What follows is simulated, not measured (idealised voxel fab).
Title: Process Module voxel self aligned vias
Displayed cross-section: cut, width of 175 nm, square cells sized 5 nm.
If you're reading a cross-section in this doc, picture square cells in a grid; it comes to you as bands, top ones listed first down to the bottom, and a band can be one or more rows of cells. A band entry consists of two parts. The first gives the height of the band's top and the height of its bottom, in nm. The rest lists the band's materials from left to right, each with its width in nm. A single material labelled with the word "edge to edge" fills the band from edge to edge, and the word "empty" marks empty space. Where do heights start? At 0: under that level the wafer as delivered is made of one material only. And the lowest band has no floor; it just carries on downward, as in "0 and below". So if you see something like "30..40" for the width, read it as the top row of the band sitting at the first number and the bottom row at the second, with every row in between moving by the same amount as the last. "nothing altered", as given for a step, is the statement that not any cell of the cross-section underwent a change during that step. Closed-off voids of 8+ cells (no open route to the top) go in "Completely enclosed voids", written width x height at distance from the left edge, in nm. Step line, after settings: the simulator's comment on this step. A step line may carry the setting "overlay nm", which, for steps involving a mask, states the distance by which the mask lay to the right of its intended position; negative values denote displacement to the left. Quick note on how to read the rest: it's all pairs. You get the cross-section before a process step and the one after, but the after one only goes down as far as the lowest band that changed. The step in between, with its settings, sits under the pair. Heads up, the pairs can come from different runs of this module on the same starting wafer, so don't assume a pair picks up from the one above unless its "Prior state" entry says it does.

Prior state
* 0 and below: Si edge to edge
* Completely enclosed voids: none

Post-Process View
* 10 down to 0: SiO2 edge to edge
* Beneath the level 0, the cross-section is identical to its previous state.
* Completely enclosed voids: none
The before and after cross-sections above are linked by CONFORMAL_DEP (material SiO2; thk nm 10)

Prior state: the pre-step structure is the one depicted after the step in the pair just above.

Post-Process View
* 15 down to 10: SiCN edge to edge
* Beneath the level 10, the cross-section is identical to its previous state.
* Completely enclosed voids: none
The before and after cross-sections above are linked by CONFORMAL_DEP (material SiCN; thk nm 5)

Prior state: the pre-step structure is the one depicted after the step in the pair just above.

Post-Process View
* 35 down to 15: SiO2 edge to edge
* Beneath the level 15, the cross-section is identical to its previous state.
* Completely enclosed voids: none
The before and after cross-sections above are linked by DIRECTIONAL_DEP (material SiO2; thk nm 20)

Prior state: the pre-step structure is the one depicted after the step in the pair just above.

Post-Process View
* 45 down to 35: aC edge to edge
* Beneath the level 35, the cross-section is identical to its previous state.
* Completely enclosed voids: none
The before and after cross-sections above are linked by DIRECTIONAL_DEP (material aC; thk nm 10)

Prior state: the pre-step structure is the one depicted after the step in the pair just above.

Post-Process View
* 70 down to 45: 25 of resist | 20 of empty | 30 of resist | 20 of empty | 30 of resist | 20 of empty | 30 of resist
* Beneath the level 45, the cross-section is identical to its previous state.
* Completely enclosed voids: none
The before and after cross-sections above are linked by PATTERN (tone open; mask id LINES; material resist; width nm 20; pitch nm 50; thk nm 25; overlay nm 0)

Prior state: the pre-step structure is the one depicted after the step in the pair just above.

Post-Process View
* 60 down to 45: 25 of resist | 20 of empty | 30 of resist | 20 of empty | 30 of resist | 20 of empty | 30 of resist
* 45 down to 35: 25 of aC | 20 of empty | 30 of aC | 20 of empty | 30 of aC | 20 of empty | 30 of aC
* Beneath the level 35, the cross-section is identical to its previous state.
* Completely enclosed voids: none
The before and after cross-sections above are linked by DIRECTIONAL_ETCH (etch materials aC; depth nm 10)

Prior state: the pre-step structure is the one depicted after the step in the pair just above.

Post-Process View
* 45 down to 35: 25 of aC | 20 of empty | 30 of aC | 20 of empty | 30 of aC | 20 of empty | 30 of aC
* Beneath the level 35, the cross-section is identical to its previous state.
* Completely enclosed voids: none
The before and after cross-sections above are linked by STRIP (etch materials resist)

Prior state: the pre-step structure is the one depicted after the step in the pair just above.

Post-Process View
* 45 down to 35: 25 of aC | 20 of empty | 30 of aC | 20 of empty | 30 of aC | 20 of empty | 30 of aC
* 35 down to 15: 25 of SiO2 | 20 of empty | 30 of SiO2 | 20 of empty | 30 of SiO2 | 20 of empty | 30 of SiO2
* Beneath the level 15, the cross-section is identical to its previous state.
* Completely enclosed voids: none
The before and after cross-sections above are linked by DIRECTIONAL_ETCH (etch materials SiO2; depth nm 20)

Prior state: the pre-step structure is the one depicted after the step in the pair just above.

Post-Process View
* 35 down to 15: 25 of SiO2 | 20 of empty | 30 of SiO2 | 20 of empty | 30 of SiO2 | 20 of empty | 30 of SiO2
* Beneath the level 15, the cross-section is identical to its previous state.
* Completely enclosed voids: none
The before and after cross-sections above are linked by STRIP (etch materials aC)

Prior state: the pre-step structure is the one depicted after the step in the pair just above.

Post-Process View
* 40 down to 35: 30 of TiN | 10 of empty | 40 of TiN | 10 of empty | 40 of TiN | 10 of empty | 35 of TiN
* 35 down to 20: 25 of SiO2 | 5 of TiN | 10 of empty | 5 of TiN | 30 of SiO2 | 5 of TiN | 10 of empty | 5 of TiN | 30 of SiO2 | 5 of TiN | 10 of empty | 5 of TiN | 30 of SiO2
* 20 down to 15: 25 of SiO2 | 20 of TiN | 30 of SiO2 | 20 of TiN | 30 of SiO2 | 20 of TiN | 30 of SiO2
* Beneath the level 15, the cross-section is identical to its previous state.
* Completely enclosed voids: none
The before and after cross-sections above are linked by CONFORMAL_DEP (material TiN; thk nm 5)

Prior state: the pre-step structure is the one depicted after the step in the pair just above.

Post-Process View
* 45 down to 40: W edge to edge
* 40 down to 35: 30 of TiN | 10 of W | 40 of TiN | 10 of W | 40 of TiN | 10 of W | 35 of TiN
* 35 down to 20: 25 of SiO2 | 5 of TiN | 10 of W | 5 of TiN | 30 of SiO2 | 5 of TiN | 10 of W | 5 of TiN | 30 of SiO2 | 5 of TiN | 10 of W | 5 of TiN | 30 of SiO2
* Beneath the level 20, the cross-section is identical to its previous state.
* Completely enclosed voids: none
The before and after cross-sections above are linked by FILL_DEP (material W; thk nm 5)

Prior state: the pre-step structure is the one depicted after the step in the pair just above.

Post-Process View
* 35 down to 20: 25 of SiO2 | 5 of TiN | 10 of W | 5 of TiN | 30 of SiO2 | 5 of TiN | 10 of W | 5 of TiN | 30 of SiO2 | 5 of TiN | 10 of W | 5 of TiN | 30 of SiO2
* Beneath the level 20, the cross-section is identical to its previous state.
* Completely enclosed voids: none
The before and after cross-sections above are linked by CMP (height nm 35)

Prior state: the pre-step structure is the one depicted after the step in the pair just above.

Post-Process View
* 35 down to 30: 25 of SiO2 | 20 of empty | 30 of SiO2 | 20 of empty | 30 of SiO2 | 20 of empty | 30 of SiO2
* Beneath the level 30, the cross-section is identical to its previous state.
* Completely enclosed voids: none
The before and after cross-sections above are linked by SELECTIVE_ETCH (etch materials W Ru TiN; depth nm 5)

Prior state: the pre-step structure is the one depicted after the step in the pair just above.

Post-Process View
* 45 down to 35: SiN edge to edge
* 35 down to 30: 25 of SiO2 | 20 of SiN | 30 of SiO2 | 20 of SiN | 30 of SiO2 | 20 of SiN | 30 of SiO2
* Beneath the level 30, the cross-section is identical to its previous state.
* Completely enclosed voids: none
The before and after cross-sections above are linked by FILL_DEP (material SiN; thk nm 10)

Prior state: the pre-step structure is the one depicted after the step in the pair just above.

Post-Process View
* 35 down to 30: 25 of SiO2 | 20 of SiN | 30 of SiO2 | 20 of SiN | 30 of SiO2 | 20 of SiN | 30 of SiO2
* Beneath the level 30, the cross-section is identical to its previous state.
* Completely enclosed voids: none
The before and after cross-sections above are linked by CMP (height nm 35)

Prior state: the pre-step structure is the one depicted after the step in the pair just above.

Post-Process View
* 50 down to 35: SiO2 edge to edge
* Beneath the level 35, the cross-section is identical to its previous state.
* Completely enclosed voids: none
The before and after cross-sections above are linked by DIRECTIONAL_DEP (material SiO2; thk nm 15)

Prior state: the pre-step structure is the one depicted after the step in the pair just above.

Post-Process View
* 50 down to 35: 20 of SiO2 | 30 of empty | 70 of SiO2 | 30 of empty | 25 of SiO2
* Beneath the level 35, the cross-section is identical to its previous state.
* Completely enclosed voids: none
The before and after cross-sections above are linked by MASKED_ETCH (tone open; mask id VIAS; width nm 30; pitch nm 100; etch materials SiO2; depth nm 15; overlay nm 0)

Prior state: the pre-step structure is the one depicted after the step in the pair just above.

Post-Process View
* 50 down to 35: 20 of SiO2 | 30 of empty | 70 of SiO2 | 30 of empty | 25 of SiO2
* 35 down to 30: 25 of SiO2 | 20 of empty | 30 of SiO2 | 20 of SiN | 30 of SiO2 | 20 of empty | 30 of SiO2
* Beneath the level 30, the cross-section is identical to its previous state.
* Completely enclosed voids: none
The before and after cross-sections above are linked by MASKED_ETCH (tone open; mask id VIAS; width nm 30; pitch nm 100; etch materials SiN; depth nm 5; overlay nm 0)

Prior state: the pre-step structure is the one depicted after the step in the pair just above.

Post-Process View
* 55 down to 50: 25 of TiN | 20 of empty | 80 of TiN | 20 of empty | 30 of TiN
* 50 down to 40: 20 of SiO2 | 5 of TiN | 20 of empty | 5 of TiN | 70 of SiO2 | 5 of TiN | 20 of empty | 5 of TiN | 25 of SiO2
* 40 down to 35: 20 of SiO2 | 10 of TiN | 10 of empty | 10 of TiN | 70 of SiO2 | 10 of TiN | 10 of empty | 10 of TiN | 25 of SiO2
* 35 down to 30: 25 of SiO2 | 20 of TiN | 30 of SiO2 | 20 of SiN | 30 of SiO2 | 20 of TiN | 30 of SiO2
* Beneath the level 30, the cross-section is identical to its previous state.
* Completely enclosed voids: none
The before and after cross-sections above are linked by CONFORMAL_DEP (material TiN; thk nm 5)

Prior state: the pre-step structure is the one depicted after the step in the pair just above.

Post-Process View
* 60 down to 55: Ru edge to edge
* 55 down to 50: 25 of TiN | 20 of Ru | 80 of TiN | 20 of Ru | 30 of TiN
* 50 down to 40: 20 of SiO2 | 5 of TiN | 20 of Ru | 5 of TiN | 70 of SiO2 | 5 of TiN | 20 of Ru | 5 of TiN | 25 of SiO2
* 40 down to 35: 20 of SiO2 | 10 of TiN | 10 of Ru | 10 of TiN | 70 of SiO2 | 10 of TiN | 10 of Ru | 10 of TiN | 25 of SiO2
* Beneath the level 35, the cross-section is identical to its previous state.
* Completely enclosed voids: none
The before and after cross-sections above are linked by FILL_DEP (material Ru; thk nm 5)

Prior state: the pre-step structure is the one depicted after the step in the pair just above.

Post-Process View
* 50 down to 40: 20 of SiO2 | 5 of TiN | 20 of Ru | 5 of TiN | 70 of SiO2 | 5 of TiN | 20 of Ru | 5 of TiN | 25 of SiO2
* Beneath the level 40, the cross-section is identical to its previous state.
* Completely enclosed voids: none
The before and after cross-sections above are linked by CMP (height nm 50)

Prior state: the pre-step structure is the one depicted after the step in the pair just above.

Post-Process View
* 55 down to 50: SiCN edge to edge
* Beneath the level 50, the cross-section is identical to its previous state.
* Completely enclosed voids: none
The before and after cross-sections above are linked by CONFORMAL_DEP (material SiCN; thk nm 5)

Prior state
* 0 and below: Si edge to edge
* Completely enclosed voids: none

Post-Process View
* 5 down to 0: SiCN edge to edge
* Beneath the level 0, the cross-section is identical to its previous state.
* Completely enclosed voids: none
The before and after cross-sections above are linked by CONFORMAL_DEP (material SiCN; thk nm 5)

Prior state: the pre-step structure is the one depicted after the step in the pair just above.

Post-Process View
* 25 down to 5: SiO2 edge to edge
* Beneath the level 5, the cross-section is identical to its previous state.
* Completely enclosed voids: none
The before and after cross-sections above are linked by DIRECTIONAL_DEP (material SiO2; thk nm 20)

Prior state: the pre-step structure is the one depicted after the step in the pair just above.

Post-Process View
* 35 down to 25: aC edge to edge
* Beneath the level 25, the cross-section is identical to its previous state.
* Completely enclosed voids: none
The before and after cross-sections above are linked by DIRECTIONAL_DEP (material aC; thk nm 10)

Prior state: the pre-step structure is the one depicted after the step in the pair just above.

Post-Process View
* 60 down to 35: 25 of resist | 20 of empty | 30 of resist | 20 of empty | 30 of resist | 20 of empty | 30 of resist
* Beneath the level 35, the cross-section is identical to its previous state.
* Completely enclosed voids: none
The before and after cross-sections above are linked by PATTERN (tone open; mask id LINES; material resist; width nm 20; pitch nm 50; thk nm 25; overlay nm 0)

Prior state: the pre-step structure is the one depicted after the step in the pair just above.

Post-Process View
* 50 down to 35: 25 of resist | 20 of empty | 30 of resist | 20 of empty | 30 of resist | 20 of empty | 30 of resist
* 35 down to 25: 25 of aC | 20 of empty | 30 of aC | 20 of empty | 30 of aC | 20 of empty | 30 of aC
* Beneath the level 25, the cross-section is identical to its previous state.
* Completely enclosed voids: none
The before and after cross-sections above are linked by DIRECTIONAL_ETCH (etch materials aC; depth nm 10)

Prior state: the pre-step structure is the one depicted after the step in the pair just above.

Post-Process View
* 35 down to 25: 25 of aC | 20 of empty | 30 of aC | 20 of empty | 30 of aC | 20 of empty | 30 of aC
* Beneath the level 25, the cross-section is identical to its previous state.
* Completely enclosed voids: none
The before and after cross-sections above are linked by STRIP (etch materials resist)

Prior state: the pre-step structure is the one depicted after the step in the pair just above.

Post-Process View
* 35 down to 25: 25 of aC | 20 of empty | 30 of aC | 20 of empty | 30 of aC | 20 of empty | 30 of aC
* 25 down to 5: 25 of SiO2 | 20 of empty | 30 of SiO2 | 20 of empty | 30 of SiO2 | 20 of empty | 30 of SiO2
* Beneath the level 5, the cross-section is identical to its previous state.
* Completely enclosed voids: none
The before and after cross-sections above are linked by DIRECTIONAL_ETCH (etch materials SiO2; depth nm 20)

Prior state: the pre-step structure is the one depicted after the step in the pair just above.

Post-Process View
* 25 down to 5: 25 of SiO2 | 20 of empty | 30 of SiO2 | 20 of empty | 30 of SiO2 | 20 of empty | 30 of SiO2
* Beneath the level 5, the cross-section is identical to its previous state.
* Completely enclosed voids: none
The before and after cross-sections above are linked by STRIP (etch materials aC)

Prior state: the pre-step structure is the one depicted after the step in the pair just above.

Post-Process View
* 30 down to 25: 30 of TiN | 10 of empty | 40 of TiN | 10 of empty | 40 of TiN | 10 of empty | 35 of TiN
* 25 down to 10: 25 of SiO2 | 5 of TiN | 10 of empty | 5 of TiN | 30 of SiO2 | 5 of TiN | 10 of empty | 5 of TiN | 30 of SiO2 | 5 of TiN | 10 of empty | 5 of TiN | 30 of SiO2
* 10 down to 5: 25 of SiO2 | 20 of TiN | 30 of SiO2 | 20 of TiN | 30 of SiO2 | 20 of TiN | 30 of SiO2
* Beneath the level 5, the cross-section is identical to its previous state.
* Completely enclosed voids: none
The before and after cross-sections above are linked by CONFORMAL_DEP (material TiN; thk nm 5)

Prior state: the pre-step structure is the one depicted after the step in the pair just above.

Post-Process View
* 35 down to 30: W edge to edge
* 30 down to 25: 30 of TiN | 10 of W | 40 of TiN | 10 of W | 40 of TiN | 10 of W | 35 of TiN
* 25 down to 10: 25 of SiO2 | 5 of TiN | 10 of W | 5 of TiN | 30 of SiO2 | 5 of TiN | 10 of W | 5 of TiN | 30 of SiO2 | 5 of TiN | 10 of W | 5 of TiN | 30 of SiO2
* Beneath the level 10, the cross-section is identical to its previous state.
* Completely enclosed voids: none
The before and after cross-sections above are linked by FILL_DEP (material W; thk nm 5)

Prior state: the pre-step structure is the one depicted after the step in the pair just above.

Post-Process View
* 30 down to 25: 30 of TiN | 10 of W | 40 of TiN | 10 of W | 40 of TiN | 10 of W | 35 of TiN
* Beneath the level 25, the cross-section is identical to its previous state.
* Completely enclosed voids: none
The before and after cross-sections above are linked by SELECTIVE_ETCH (etch materials W Ru TiN; depth nm 5)

Prior state: the pre-step structure is the one depicted after the step in the pair just above.

Post-Process View
* 40 down to 30: SiN edge to edge
* Beneath the level 30, the cross-section is identical to its previous state.
* Completely enclosed voids: none
The before and after cross-sections above are linked by FILL_DEP (material SiN; thk nm 10)

Prior state: the pre-step structure is the one depicted after the step in the pair just above.

Post-Process View
* 35 down to 30: SiN edge to edge
* Beneath the level 30, the cross-section is identical to its previous state.
* Completely enclosed voids: none
The before and after cross-sections above are linked by CMP (height nm 35)

Prior state: the pre-step structure is the one depicted after the step in the pair just above.

Post-Process View
* 50 down to 35: SiO2 edge to edge
* Beneath the level 35, the cross-section is identical to its previous state.
* Completely enclosed voids: none
The before and after cross-sections above are linked by DIRECTIONAL_DEP (material SiO2; thk nm 15)

Prior state: the pre-step structure is the one depicted after the step in the pair just above.

Post-Process View
* 50 down to 35: 20 of SiO2 | 30 of empty | 70 of SiO2 | 30 of empty | 25 of SiO2
* Beneath the level 35, the cross-section is identical to its previous state.
* Completely enclosed voids: none
The before and after cross-sections above are linked by MASKED_ETCH (tone open; mask id VIAS; width nm 30; pitch nm 100; etch materials SiO2; depth nm 15; overlay nm 0)

Prior state: the pre-step structure is the one depicted after the step in the pair just above.

Post-Process View
* 50 down to 35: 20 of SiO2 | 30 of empty | 70 of SiO2 | 30 of empty | 25 of SiO2
* 35 down to 30: 20 of SiN | 30 of empty | 70 of SiN | 30 of empty | 25 of SiN
* Beneath the level 30, the cross-section is identical to its previous state.
* Completely enclosed voids: none
The before and after cross-sections above are linked by MASKED_ETCH (tone open; mask id VIAS; width nm 30; pitch nm 100; etch materials SiN; depth nm 5; overlay nm 0)

Prior state: the pre-step structure is the one depicted after the step in the pair just above.

Post-Process View
* 55 down to 50: 25 of TiN | 20 of empty | 80 of TiN | 20 of empty | 30 of TiN
* 50 down to 35: 20 of SiO2 | 5 of TiN | 20 of empty | 5 of TiN | 70 of SiO2 | 5 of TiN | 20 of empty | 5 of TiN | 25 of SiO2
* 35 down to 30: 20 of SiN | 30 of TiN | 70 of SiN | 30 of TiN | 25 of SiN
* Beneath the level 30, the cross-section is identical to its previous state.
* Completely enclosed voids: none
The before and after cross-sections above are linked by CONFORMAL_DEP (material TiN; thk nm 5)

Prior state: the pre-step structure is the one depicted after the step in the pair just above.

Post-Process View
* 60 down to 55: Ru edge to edge
* 55 down to 50: 25 of TiN | 20 of Ru | 80 of TiN | 20 of Ru | 30 of TiN
* 50 down to 35: 20 of SiO2 | 5 of TiN | 20 of Ru | 5 of TiN | 70 of SiO2 | 5 of TiN | 20 of Ru | 5 of TiN | 25 of SiO2
* Beneath the level 35, the cross-section is identical to its previous state.
* Completely enclosed voids: none
The before and after cross-sections above are linked by FILL_DEP (material Ru; thk nm 5)

Prior state: the pre-step structure is the one depicted after the step in the pair just above.

Post-Process View
* 50 down to 35: 20 of SiO2 | 5 of TiN | 20 of Ru | 5 of TiN | 70 of SiO2 | 5 of TiN | 20 of Ru | 5 of TiN | 25 of SiO2
* Beneath the level 35, the cross-section is identical to its previous state.
* Completely enclosed voids: none
The before and after cross-sections above are linked by CMP (height nm 50)

Prior state: the pre-step structure is the one depicted after the step in the pair just above.

Post-Process View
* 55 down to 50: SiCN edge to edge
* Beneath the level 50, the cross-section is identical to its previous state.
* Completely enclosed voids: none
The before and after cross-sections above are linked by CONFORMAL_DEP (material SiCN; thk nm 5)

Prior state
* 50 down to 35: 20 of SiO2 | 30 of empty | 70 of SiO2 | 30 of empty | 25 of SiO2
* 35 down to 30: 25 of SiO2 | 20 of SiN | 30 of SiO2 | 20 of SiN | 30 of SiO2 | 20 of SiN | 30 of SiO2
* 30 down to 20: 25 of SiO2 | 5 of TiN | 10 of W | 5 of TiN | 30 of SiO2 | 5 of TiN | 10 of W | 5 of TiN | 30 of SiO2 | 5 of TiN | 10 of W | 5 of TiN | 30 of SiO2
* 20 down to 15: 25 of SiO2 | 20 of TiN | 30 of SiO2 | 20 of TiN | 30 of SiO2 | 20 of TiN | 30 of SiO2
* 15 down to 10: SiCN edge to edge
* 10 down to 0: SiO2 edge to edge
* 0 and below: Si edge to edge
* Completely enclosed voids: none

Post-Process View
* 50 down to 35: 20 of SiO2 | 30 of empty | 70 of SiO2 | 30 of empty | 25 of SiO2
* 35 down to 30: 20 of SiO2 | 5 of empty | 20 of SiN | 5 of empty | 25 of SiO2 | 20 of SiN | 25 of SiO2 | 5 of empty | 20 of SiN | 5 of empty | 25 of SiO2
* 30 down to 20: 20 of SiO2 | 5 of empty | 5 of TiN | 10 of W | 5 of TiN | 5 of empty | 25 of SiO2 | 5 of TiN | 10 of W | 5 of TiN | 25 of SiO2 | 5 of empty | 5 of TiN | 10 of W | 5 of TiN | 5 of empty | 25 of SiO2
* Beneath the level 20, the cross-section is identical to its previous state.
* Completely enclosed voids: none
The before and after cross-sections above are linked by MASKED_ETCH (tone open; mask id VIAS; width nm 30; pitch nm 100; etch materials SiO2; depth nm 15; overlay nm 0)

Prior state: the pre-step structure is the one depicted after the step in the pair just above.

Post-Process View
* 50 down to 35: 20 of SiO2 | 30 of empty | 70 of SiO2 | 30 of empty | 25 of SiO2
* 35 down to 30: 20 of SiO2 | 30 of empty | 25 of SiO2 | 20 of SiN | 25 of SiO2 | 30 of empty | 25 of SiO2
* Beneath the level 30, the cross-section is identical to its previous state.
* Completely enclosed voids: none
The before and after cross-sections above are linked by MASKED_ETCH (tone open; mask id VIAS; width nm 30; pitch nm 100; etch materials SiN; depth nm 5; overlay nm 0)

Prior state: the pre-step structure is the one depicted after the step in the pair just above.

Post-Process View
* 55 down to 50: 25 of TiN | 20 of empty | 80 of TiN | 20 of empty | 30 of TiN
* 50 down to 35: 20 of SiO2 | 5 of TiN | 20 of empty | 5 of TiN | 70 of SiO2 | 5 of TiN | 20 of empty | 5 of TiN | 25 of SiO2
* 35 down to 30: 20 of SiO2 | 30 of TiN | 25 of SiO2 | 20 of SiN | 25 of SiO2 | 30 of TiN | 25 of SiO2
* 30 down to 20: 20 of SiO2 | 10 of TiN | 10 of W | 10 of TiN | 25 of SiO2 | 5 of TiN | 10 of W | 5 of TiN | 25 of SiO2 | 10 of TiN | 10 of W | 10 of TiN | 25 of SiO2
* Beneath the level 20, the cross-section is identical to its previous state.
* Completely enclosed voids: none
The before and after cross-sections above are linked by CONFORMAL_DEP (material TiN; thk nm 5)

Prior state: the pre-step structure is the one depicted after the step in the pair just above.

Post-Process View
* 60 down to 55: Ru edge to edge
* 55 down to 50: 25 of TiN | 20 of Ru | 80 of TiN | 20 of Ru | 30 of TiN
* 50 down to 35: 20 of SiO2 | 5 of TiN | 20 of Ru | 5 of TiN | 70 of SiO2 | 5 of TiN | 20 of Ru | 5 of TiN | 25 of SiO2
* Beneath the level 35, the cross-section is identical to its previous state.
* Completely enclosed voids: none
The before and after cross-sections above are linked by FILL_DEP (material Ru; thk nm 5)

Prior state: the pre-step structure is the one depicted after the step in the pair just above.

Post-Process View
* 50 down to 35: 20 of SiO2 | 5 of TiN | 20 of Ru | 5 of TiN | 70 of SiO2 | 5 of TiN | 20 of Ru | 5 of TiN | 25 of SiO2
* Beneath the level 35, the cross-section is identical to its previous state.
* Completely enclosed voids: none
The before and after cross-sections above are linked by CMP (height nm 50)

Prior state: the pre-step structure is the one depicted after the step in the pair just above.

Post-Process View
* 55 down to 50: SiCN edge to edge
* Beneath the level 50, the cross-section is identical to its previous state.
* Completely enclosed voids: none
The before and after cross-sections above are linked by CONFORMAL_DEP (material SiCN; thk nm 5)

Prior state
* 10 down to 0: SiO2 edge to edge
* 0 and below: Si edge to edge
* Completely enclosed voids: none

Post-Process View
* 30 down to 0: SiO2 edge to edge
* Beneath the level 0, the cross-section is identical to its previous state.
* Completely enclosed voids: none
The before and after cross-sections above are linked by DIRECTIONAL_DEP (material SiO2; thk nm 20)

Prior state: the pre-step structure is the one depicted after the step in the pair just above.

Post-Process View
* 35 down to 30: SiCN edge to edge
* Beneath the level 30, the cross-section is identical to its previous state.
* Completely enclosed voids: none
The before and after cross-sections above are linked by CONFORMAL_DEP (material SiCN; thk nm 5)

Prior state: the pre-step structure is the one depicted after the step in the pair just above.

Post-Process View
* 45 down to 35: aC edge to edge
* Beneath the level 35, the cross-section is identical to its previous state.
* Completely enclosed voids: none
The before and after cross-sections above are linked by DIRECTIONAL_DEP (material aC; thk nm 10)

Prior state: the pre-step structure is the one depicted after the step in the pair just above.

Post-Process View
* 70 down to 45: 25 of resist | 20 of empty | 30 of resist | 20 of empty | 30 of resist | 20 of empty | 30 of resist
* Beneath the level 45, the cross-section is identical to its previous state.
* Completely enclosed voids: none
The before and after cross-sections above are linked by PATTERN (tone open; mask id LINES; material resist; width nm 20; pitch nm 50; thk nm 25; overlay nm 0)

Prior state: the pre-step structure is the one depicted after the step in the pair just above.

Post-Process View
* 60 down to 45: 25 of resist | 20 of empty | 30 of resist | 20 of empty | 30 of resist | 20 of empty | 30 of resist
* 45 down to 35: 25 of aC | 20 of empty | 30 of aC | 20 of empty | 30 of aC | 20 of empty | 30 of aC
* Beneath the level 35, the cross-section is identical to its previous state.
* Completely enclosed voids: none
The before and after cross-sections above are linked by DIRECTIONAL_ETCH (etch materials aC; depth nm 10)

Prior state: the pre-step structure is the one depicted after the step in the pair just above.

Post-Process View
* 45 down to 35: 25 of aC | 20 of empty | 30 of aC | 20 of empty | 30 of aC | 20 of empty | 30 of aC
* Beneath the level 35, the cross-section is identical to its previous state.
* Completely enclosed voids: none
The before and after cross-sections above are linked by STRIP (etch materials resist)

Prior state: the pre-step structure is the one depicted after the step in the pair just above.

Post-Process View
* 35 down to 30: SiCN edge to edge
* Beneath the level 30, the cross-section is identical to its previous state.
* Completely enclosed voids: none
The before and after cross-sections above are linked by STRIP (etch materials aC)

Prior state: the pre-step structure is the one depicted after the step in the pair just above.

Post-Process View
* 40 down to 35: TiN edge to edge
* Beneath the level 35, the cross-section is identical to its previous state.
* Completely enclosed voids: none
The before and after cross-sections above are linked by CONFORMAL_DEP (material TiN; thk nm 5)

Prior state: the pre-step structure is the one depicted after the step in the pair just above.

Post-Process View
* 45 down to 40: W edge to edge
* Beneath the level 40, the cross-section is identical to its previous state.
* Completely enclosed voids: none
The before and after cross-sections above are linked by FILL_DEP (material W; thk nm 5)

Prior state: the pre-step structure is the one depicted after the step in the pair just above.

Post-Process View
* 35 down to 30: SiCN edge to edge
* Beneath the level 30, the cross-section is identical to its previous state.
* Completely enclosed voids: none
The before and after cross-sections above are linked by CMP (height nm 35)

Prior state: the pre-step structure is the one depicted after the step in the pair just above.

Post-Process View
* 45 down to 35: SiN edge to edge
* Beneath the level 35, the cross-section is identical to its previous state.
* Completely enclosed voids: none
The before and after cross-sections above are linked by FILL_DEP (material SiN; thk nm 10)

Prior state: the pre-step structure is the one depicted after the step in the pair just above.

Post-Process View
* 35 down to 30: SiCN edge to edge
* Beneath the level 30, the cross-section is identical to its previous state.
* Completely enclosed voids: none
The before and after cross-sections above are linked by CMP (height nm 35)

Prior state: the pre-step structure is the one depicted after the step in the pair just above.

Post-Process View
* 50 down to 35: SiO2 edge to edge
* Beneath the level 35, the cross-section is identical to its previous state.
* Completely enclosed voids: none
The before and after cross-sections above are linked by DIRECTIONAL_DEP (material SiO2; thk nm 15)

Prior state: the pre-step structure is the one depicted after the step in the pair just above.

Post-Process View
* 50 down to 35: 20 of SiO2 | 30 of empty | 70 of SiO2 | 30 of empty | 25 of SiO2
* Beneath the level 35, the cross-section is identical to its previous state.
* Completely enclosed voids: none
The before and after cross-sections above are linked by MASKED_ETCH (tone open; mask id VIAS; width nm 30; pitch nm 100; etch materials SiO2; depth nm 15; overlay nm 0)

Prior state: the pre-step structure is the one depicted after the step in the pair just above.

Post-Process View
* 55 down to 50: 25 of TiN | 20 of empty | 80 of TiN | 20 of empty | 30 of TiN
* 50 down to 40: 20 of SiO2 | 5 of TiN | 20 of empty | 5 of TiN | 70 of SiO2 | 5 of TiN | 20 of empty | 5 of TiN | 25 of SiO2
* 40 down to 35: 20 of SiO2 | 30 of TiN | 70 of SiO2 | 30 of TiN | 25 of SiO2
* Beneath the level 35, the cross-section is identical to its previous state.
* Completely enclosed voids: none
The before and after cross-sections above are linked by CONFORMAL_DEP (material TiN; thk nm 5)

Prior state: the pre-step structure is the one depicted after the step in the pair just above.

Post-Process View
* 60 down to 55: Ru edge to edge
* 55 down to 50: 25 of TiN | 20 of Ru | 80 of TiN | 20 of Ru | 30 of TiN
* 50 down to 40: 20 of SiO2 | 5 of TiN | 20 of Ru | 5 of TiN | 70 of SiO2 | 5 of TiN | 20 of Ru | 5 of TiN | 25 of SiO2
* Beneath the level 40, the cross-section is identical to its previous state.
* Completely enclosed voids: none
The before and after cross-sections above are linked by FILL_DEP (material Ru; thk nm 5)

Prior state: the pre-step structure is the one depicted after the step in the pair just above.

Post-Process View
* 50 down to 40: 20 of SiO2 | 5 of TiN | 20 of Ru | 5 of TiN | 70 of SiO2 | 5 of TiN | 20 of Ru | 5 of TiN | 25 of SiO2
* Beneath the level 40, the cross-section is identical to its previous state.
* Completely enclosed voids: none
The before and after cross-sections above are linked by CMP (height nm 50)

Prior state: the pre-step structure is the one depicted after the step in the pair just above.

Post-Process View
* 55 down to 50: SiCN edge to edge
* Beneath the level 50, the cross-section is identical to its previous state.
* Completely enclosed voids: none
The before and after cross-sections above are linked by CONFORMAL_DEP (material SiCN; thk nm 5)

Prior state
* 45 down to 35: SiN edge to edge
* 35 down to 30: 25 of SiO2 | 20 of SiN | 30 of SiO2 | 20 of SiN | 30 of SiO2 | 20 of SiN | 30 of SiO2
* 30 down to 20: 25 of SiO2 | 5 of TiN | 10 of W | 5 of TiN | 30 of SiO2 | 5 of TiN | 10 of W | 5 of TiN | 30 of SiO2 | 5 of TiN | 10 of W | 5 of TiN | 30 of SiO2
* 20 down to 15: 25 of SiO2 | 20 of TiN | 30 of SiO2 | 20 of TiN | 30 of SiO2 | 20 of TiN | 30 of SiO2
* 15 down to 10: SiCN edge to edge
* 10 down to 0: SiO2 edge to edge
* 0 and below: Si edge to edge
* Completely enclosed voids: none

Post-Process View
* 40 down to 35: SiN edge to edge
* Beneath the level 35, the cross-section is identical to its previous state.
* Completely enclosed voids: none
The before and after cross-sections above are linked by CMP (height nm 40)

Prior state: the pre-step structure is the one depicted after the step in the pair just above.

Post-Process View
* 55 down to 40: SiO2 edge to edge
* Beneath the level 40, the cross-section is identical to its previous state.
* Completely enclosed voids: none
The before and after cross-sections above are linked by DIRECTIONAL_DEP (material SiO2; thk nm 15)

Prior state: the pre-step structure is the one depicted after the step in the pair just above.

Post-Process View
* 55 down to 40: 20 of SiO2 | 30 of empty | 70 of SiO2 | 30 of empty | 25 of SiO2
* Beneath the level 40, the cross-section is identical to its previous state.
* Completely enclosed voids: none
The before and after cross-sections above are linked by MASKED_ETCH (tone open; mask id VIAS; width nm 30; pitch nm 100; etch materials SiO2; depth nm 15; overlay nm 0)
